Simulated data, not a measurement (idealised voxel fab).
This section sets out a process module, namely voxel self aligned contacts.
The figure presents cross-section cut, which has a width of 225 nm and is divided into square cells with an edge length of 5 nm.
A cross-section is written here as square cells arranged in a grid, and it is given in bands from the top down, each band taking up one or more rows of cells.
A band entry consists of two parts. The first gives the height of the band's top and the height of its bottom, in nm. The rest lists the band's materials from left to right, each with its width in nm. A single material labelled with the word "all across" fills the band from edge to edge, and the word "air" marks empty space.
Ref level 0: as-received wafer is one material below here. Bottom band extends down with no lower bound ("0 down").
A width given as "30->40" starts at the first number in the band's top row and ends at the second number in its bottom row, shifting by an equal amount at every step from row to row.
No cell of the cross-section changed in a step that is given as "same as before".
The entry "Cavities, sealed" lists the empty spaces that cover at least 8 cells and have no open path to the top. Each is written as width x height at distance, where the distance is measured from the left edge and all three values are in nm.
If you see something after the settings on a step's line, that's the simulator's own remark about that step.
The "overlay nm" setting may appear on a step's line; for a step that uses a mask, it gives how far to the right of its planned position the mask lay, and a negative value indicates the left.
**The planned process steps are enumerated hereunder**
1: RECEIVE | material Si
2: CONFORMAL_DEP | material SiO2 | thk nm 5
3: DIRECTIONAL_DEP | material polySi | thk nm 30
4: DIRECTIONAL_DEP | material SiN | thk nm 15
5: DIRECTIONAL_DEP | material aC | thk nm 15
6: PATTERN | tone cover | mask id GATE | material resist | width nm 30 | pitch nm 65 | thk nm 35 | overlay nm 0
7: DIRECTIONAL_ETCH | etch materials aC | depth nm 15
8: STRIP | etch materials resist
9: DIRECTIONAL_ETCH | etch materials SiN | depth nm 15
10: DIRECTIONAL_ETCH | etch materials polySi | depth nm 30
11: STRIP | etch materials aC
12: CONFORMAL_DEP | material SiN | thk nm 5
13: DIRECTIONAL_ETCH | etch materials SiN | depth nm 5
14: FILL_DEP | material SiO2 | thk nm 15
15: CMP | height nm 55
16: MASKED_ETCH | tone open | mask id CONTACT | width nm 45 | etch materials SiO2 | depth nm 55 | overlay nm 0
17: CONFORMAL_DEP | material TiN | thk nm 5
18: FILL_DEP | material W | thk nm 5
19: CMP | height nm 55
20: CONFORMAL_DEP | material SiN | thk nm 5
**Wafer, first of two, run as planned**
**As received (post step 1): cross-section**
* 0 down | Si all across
* Cavities, sealed: none
**State of the wafer after step 2, shown in cross-section**
* 5 to 0 | SiO2 all across
* All layers under 0 are left as they were.
**State of the wafer after step 3, shown in cross-section**
* 35 to 5 | polySi all across
* All layers under 5 are left as they were.
**State of the wafer after step 4, shown in cross-section**
* 50 to 35 | SiN all across
* All layers under 35 are left as they were.
**State of the wafer after step 5, shown in cross-section**
* 65 to 50 | aC all across
* All layers under 50 are left as they were.
**State of the wafer after step 6, shown in cross-section**
* 100 to 65 | 65 air / 30 resist / 35 air / 30 resist / 65 air
* All layers under 65 are left as they were.
**State of the wafer after step 7, shown in cross-section**
* 85 to 65 | 65 air / 30 resist / 35 air / 30 resist / 65 air
* 65 to 50 | 65 air / 30 aC / 35 air / 30 aC / 65 air
* All layers under 50 are left as they were.
**State of the wafer after step 8, shown in cross-section**
* 65 to 50 | 65 air / 30 aC / 35 air / 30 aC / 65 air
* All layers under 50 are left as they were.
**State of the wafer after step 9, shown in cross-section**
* 65 to 50 | 65 air / 30 aC / 35 air / 30 aC / 65 air
* 50 to 35 | 65 air / 30 SiN / 35 air / 30 SiN / 65 air
* All layers under 35 are left as they were.
**State of the wafer after step 10, shown in cross-section**
* 65 to 50 | 65 air / 30 aC / 35 air / 30 aC / 65 air
* 50 to 35 | 65 air / 30 SiN / 35 air / 30 SiN / 65 air
* 35 to 5 | 65 air / 30 polySi / 35 air / 30 polySi / 65 air
* All layers under 5 are left as they were.
**State of the wafer after step 11, shown in cross-section**
* 50 to 35 | 65 air / 30 SiN / 35 air / 30 SiN / 65 air
* All layers under 35 are left as they were.
**State of the wafer after step 12, shown in cross-section**
* 55 to 35 | 60 air / 40 SiN / 25 air / 40 SiN / 60 air
* 35 to 10 | 60 air / 5 SiN / 30 polySi / 5 SiN / 25 air / 5 SiN / 30 polySi / 5 SiN / 60 air
* 10 to 5 | 65 SiN / 30 polySi / 35 SiN / 30 polySi / 65 SiN
* All layers under 5 are left as they were.
**State of the wafer after step 13, shown in cross-section**
* 50 to 35 | 60 air / 40 SiN / 25 air / 40 SiN / 60 air
* 35 to 5 | 60 air / 5 SiN / 30 polySi / 5 SiN / 25 air / 5 SiN / 30 polySi / 5 SiN / 60 air
* All layers under 5 are left as they were.
**State of the wafer after step 14, shown in cross-section**
* 65 to 50 | SiO2 all across
* 50 to 35 | 60 SiO2 / 40 SiN / 25 SiO2 / 40 SiN / 60 SiO2
* 35 to 5 | 60 SiO2 / 5 SiN / 30 polySi / 5 SiN / 25 SiO2 / 5 SiN / 30 polySi / 5 SiN / 60 SiO2
* All layers under 5 are left as they were.
**State of the wafer after step 15, shown in cross-section**
* 55 to 50 | SiO2 all across
* All layers under 50 are left as they were.
**State of the wafer after step 16, shown in cross-section**
* 55 to 50 | 90 SiO2 / 45 air / 90 SiO2
* 50 to 35 | 60 SiO2 / 40 SiN / 25 air / 40 SiN / 60 SiO2
* 35 to 5 | 60 SiO2 / 5 SiN / 30 polySi / 5 SiN / 25 air / 5 SiN / 30 polySi / 5 SiN / 60 SiO2
* 5 to 0 | 100 SiO2 / 25 air / 100 SiO2
* All layers under 0 are left as they were.
**State of the wafer after step 17, shown in cross-section**
* 60 to 55 | 95 TiN / 35 air / 95 TiN
* 55 to 50 | 90 SiO2 / 15 TiN / 15 air / 15 TiN / 90 SiO2
* 50 to 35 | 60 SiO2 / 40 SiN / 5 TiN / 15 air / 5 TiN / 40 SiN / 60 SiO2
* 35 to 5 | 60 SiO2 / 5 SiN / 30 polySi / 5 SiN / 5 TiN / 15 air / 5 TiN / 5 SiN / 30 polySi / 5 SiN / 60 SiO2
* 5 to 0 | 100 SiO2 / 25 TiN / 100 SiO2
* All layers under 0 are left as they were.
**State of the wafer after step 18, shown in cross-section**
* 65 to 60 | W all across
* 60 to 55 | 95 TiN / 35 W / 95 TiN
* 55 to 50 | 90 SiO2 / 15 TiN / 15 W / 15 TiN / 90 SiO2
* 50 to 35 | 60 SiO2 / 40 SiN / 5 TiN / 15 W / 5 TiN / 40 SiN / 60 SiO2
* 35 to 5 | 60 SiO2 / 5 SiN / 30 polySi / 5 SiN / 5 TiN / 15 W / 5 TiN / 5 SiN / 30 polySi / 5 SiN / 60 SiO2
* All layers under 5 are left as they were.
**State of the wafer after step 19, shown in cross-section**
* 55 to 50 | 90 SiO2 / 15 TiN / 15 W / 15 TiN / 90 SiO2
* All layers under 50 are left as they were.
**State of the wafer after step 20, shown in cross-section**
* 60 to 55 | SiN all across
* All layers under 55 are left as they were.
**Wafer two of two - same starting point, same process plan, one mistake in execution; matches wafer one up to and including step 5**
**Second wafer cross-section, taken as of the time the plan sets for step 6 to be done**
* 100 to 65 | 70 air / 20 resist / 45 air / 20 resist / 70 air
* All layers under 65 are left as they were.
**Second wafer cross-section, taken as of the time the plan sets for step 7 to be done**
* 85 to 65 | 70 air / 20 resist / 45 air / 20 resist / 70 air
* 65 to 50 | 70 air / 20 aC / 45 air / 20 aC / 70 air
* All layers under 50 are left as they were.
**Second wafer cross-section, taken as of the time the plan sets for step 8 to be done**
* 65 to 50 | 70 air / 20 aC / 45 air / 20 aC / 70 air
* All layers under 50 are left as they were.
**Second wafer cross-section, taken as of the time the plan sets for step 9 to be done**
* 65 to 50 | 70 air / 20 aC / 45 air / 20 aC / 70 air
* 50 to 35 | 70 air / 20 SiN / 45 air / 20 SiN / 70 air
* All layers under 35 are left as they were.
**Second wafer cross-section, taken as of the time the plan sets for step 10 to be done**
* 65 to 50 | 70 air / 20 aC / 45 air / 20 aC / 70 air
* 50 to 35 | 70 air / 20 SiN / 45 air / 20 SiN / 70 air
* 35 to 5 | 70 air / 20 polySi / 45 air / 20 polySi / 70 air
* All layers under 5 are left as they were.
**Second wafer cross-section, taken as of the time the plan sets for step 11 to be done**
* 50 to 35 | 70 air / 20 SiN / 45 air / 20 SiN / 70 air
* All layers under 35 are left as they were.
**Second wafer cross-section, taken as of the time the plan sets for step 12 to be done**
* 55 to 35 | 65 air / 30 SiN / 35 air / 30 SiN / 65 air
* 35 to 10 | 65 air / 5 SiN / 20 polySi / 5 SiN / 35 air / 5 SiN / 20 polySi / 5 SiN / 65 air
* 10 to 5 | 70 SiN / 20 polySi / 45 SiN / 20 polySi / 70 SiN
* All layers under 5 are left as they were.
**Second wafer cross-section, taken as of the time the plan sets for step 13 to be done**
* 50 to 35 | 65 air / 30 SiN / 35 air / 30 SiN / 65 air
* 35 to 5 | 65 air / 5 SiN / 20 polySi / 5 SiN / 35 air / 5 SiN / 20 polySi / 5 SiN / 65 air
* All layers under 5 are left as they were.
**Second wafer cross-section, taken as of the time the plan sets for step 14 to be done**
* 65 to 50 | SiO2 all across
* 50 to 35 | 65 SiO2 / 30 SiN / 35 SiO2 / 30 SiN / 65 SiO2
* 35 to 5 | 65 SiO2 / 5 SiN / 20 polySi / 5 SiN / 35 SiO2 / 5 SiN / 20 polySi / 5 SiN / 65 SiO2
* All layers under 5 are left as they were.
**Second wafer cross-section, taken as of the time the plan sets for step 15 to be done**
* 55 to 50 | SiO2 all across
* All layers under 50 are left as they were.
**Second wafer cross-section, taken as of the time the plan sets for step 16 to be done**
* 55 to 50 | 90 SiO2 / 45 air / 90 SiO2
* 50 to 35 | 65 SiO2 / 30 SiN / 35 air / 30 SiN / 65 SiO2
* 35 to 5 | 65 SiO2 / 5 SiN / 20 polySi / 5 SiN / 35 air / 5 SiN / 20 polySi / 5 SiN / 65 SiO2
* 5 to 0 | 95 SiO2 / 35 air / 95 SiO2
* All layers under 0 are left as they were.
**Second wafer cross-section, taken as of the time the plan sets for step 17 to be done**
* 60 to 55 | 95 TiN / 35 air / 95 TiN
* 55 to 50 | 90 SiO2 / 10 TiN / 25 air / 10 TiN / 90 SiO2
* 50 to 35 | 65 SiO2 / 30 SiN / 5 TiN / 25 air / 5 TiN / 30 SiN / 65 SiO2
* 35 to 5 | 65 SiO2 / 5 SiN / 20 polySi / 5 SiN / 5 TiN / 25 air / 5 TiN / 5 SiN / 20 polySi / 5 SiN / 65 SiO2
* 5 to 0 | 95 SiO2 / 35 TiN / 95 SiO2
* All layers under 0 are left as they were.
**Second wafer cross-section, taken as of the time the plan sets for step 18 to be done**
* 65 to 60 | W all across
* 60 to 55 | 95 TiN / 35 W / 95 TiN
* 55 to 50 | 90 SiO2 / 10 TiN / 25 W / 10 TiN / 90 SiO2
* 50 to 35 | 65 SiO2 / 30 SiN / 5 TiN / 25 W / 5 TiN / 30 SiN / 65 SiO2
* 35 to 5 | 65 SiO2 / 5 SiN / 20 polySi / 5 SiN / 5 TiN / 25 W / 5 TiN / 5 SiN / 20 polySi / 5 SiN / 65 SiO2
* All layers under 5 are left as they were.
**Second wafer cross-section, taken as of the time the plan sets for step 19 to be done**
* 55 to 50 | 90 SiO2 / 10 TiN / 25 W / 10 TiN / 90 SiO2
* All layers under 50 are left as they were.
**Second wafer cross-section, taken as of the time the plan sets for step 20 to be done**
* 60 to 55 | SiN all across
* All layers under 55 are left as they were.
What was done differently from what was planned? step 6 ran differently from the plan; actual operation with settings: PATTERN | tone cover | mask id GATE | material resist | width nm 20 | pitch nm 65 | thk nm 35 | overlay nm 0
Final difference in cells, second wafer against first, listed per material as more or fewer: -12 SiN, +16 SiO2, +20 W, -24 polySi
